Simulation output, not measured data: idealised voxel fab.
Process module under the name voxel self aligned vias
Square cell edge 5 nm, section width 185 nm, ID cut.
Think of the cross-section as a grid of square cells. We describe it in bands, top to bottom, and each band covers one or more rows of those cells. Look at the band entry: it leads with the top's height and the bottom's height in nm. Then it lists the materials left to right, with a width in nm for each. The word "all across" on a single material says that material fills the band edge to edge. The word "empty" is empty space. It should be noted that heights are counted from 0, beneath which the wafer as supplied is of one material throughout, and that the lowest band possesses no lower boundary but continues downward, as written in "0 and below". Graded width ("30..40"): value in top row of band = first number; value in bottom row = second number; row-to-row change constant. Take "stayed the same" at face value: in the step it is given for, the cross-section changed in none of its cells. Look at "Closed void catalog" for the closed voids: empty spaces with no open path to the top, sized 8 cells or up. Each is width x height at distance, distance from the left edge, all nm. Text after the settings on a step's line: the simulator's own remark on that step. Among the settings permitted on a step's line is "overlay nm"; applied to a step with a mask, it specifies the extent to which the mask lay to the right of its planned position, whereas a negative figure signifies a position to the left.

**plan**
1 RECEIVE | material Si
2 CONFORMAL_DEP | material SiO2 | thk nm 10
3 CONFORMAL_DEP | material SiCN | thk nm 5
4 DIRECTIONAL_DEP | material SiO2 | thk nm 30
5 PATTERN | tone open | mask id LINES | material resist | width nm 20 | pitch nm 55 | thk nm 15 | overlay nm 0
6 DIRECTIONAL_ETCH | etch materials SiO2 | depth nm 30
7 STRIP | etch materials resist
8 CONFORMAL_DEP | material TiN | thk nm 5
9 FILL_DEP | material Ru | thk nm 10
10 CMP | height nm 45
11 SELECTIVE_ETCH | etch materials W Ru TiN | depth nm 5
12 FILL_DEP | material SiN | thk nm 10
13 CMP | height nm 45
14 DIRECTIONAL_DEP | material SiO2 | thk nm 15
15 PATTERN | tone open | mask id VIAS | material resist | width nm 30 | pitch nm 55 | thk nm 20 | overlay nm 0
16 DIRECTIONAL_ETCH | etch materials SiO2 | depth nm 15
17 DIRECTIONAL_ETCH | etch materials SiN | depth nm 5
18 STRIP | etch materials resist
19 CONFORMAL_DEP | material TiN | thk nm 5
20 FILL_DEP | material Cu | thk nm 10
21 CMP | height nm 60
22 CONFORMAL_DEP | material SiN | thk nm 5

**Cross-section: wafer on arrival = after step 1**
0 and below  Si all across
Closed void catalog: none

**Cross-sectional image of the first of two wafers at the end of the module, the run having proceeded as planned**
65 down to 60  SiN all across
60 down to 50  SiO2 50, then TiN 5, then Cu 20, then TiN 5, then SiO2 25, then TiN 5, then Cu 20, then TiN 5, then SiO2 50
50 down to 45  SiO2 50, then TiN 10, then Cu 10, then TiN 10, then SiO2 25, then TiN 10, then Cu 10, then TiN 10, then SiO2 50
45 down to 40  SiO2 55, then TiN 20, then SiO2 35, then TiN 20, then SiO2 55
40 down to 20  SiO2 55, then TiN 5, then Ru 10, then TiN 5, then SiO2 35, then TiN 5, then Ru 10, then TiN 5, then SiO2 55
20 down to 15  SiO2 55, then TiN 20, then SiO2 35, then TiN 20, then SiO2 55
15 down to 10  SiCN all across
10 down to 0  SiO2 all across
0 and below  Si all across
Closed void catalog: none

**What the second wafer looks like in cross-section once the module is done. Its start and its plan matched the first wafer's exactly; what differed was one mistake in how it was run**
65 down to 60  SiN all across
60 down to 45  SiCN all across
45 down to 40  SiO2 55, then SiN 20, then SiO2 35, then SiN 20, then SiO2 55
40 down to 20  SiO2 55, then TiN 5, then Ru 10, then TiN 5, then SiO2 35, then TiN 5, then Ru 10, then TiN 5, then SiO2 55
20 down to 15  SiO2 55, then TiN 20, then SiO2 35, then TiN 20, then SiO2 55
15 down to 10  SiCN all across
10 down to 0  SiO2 all across
0 and below  Si all across
Closed void catalog: none
So what did we get wrong on this run? step 14: run off-plan, actual operation and settings DIRECTIONAL_DEP | material SiCN | thk nm 15
Final comparison by cell count, materials where the second wafer has more or fewer than the first: Cu -20 | SiCN +111 | SiN +8 | SiO2 -75 | TiN -24
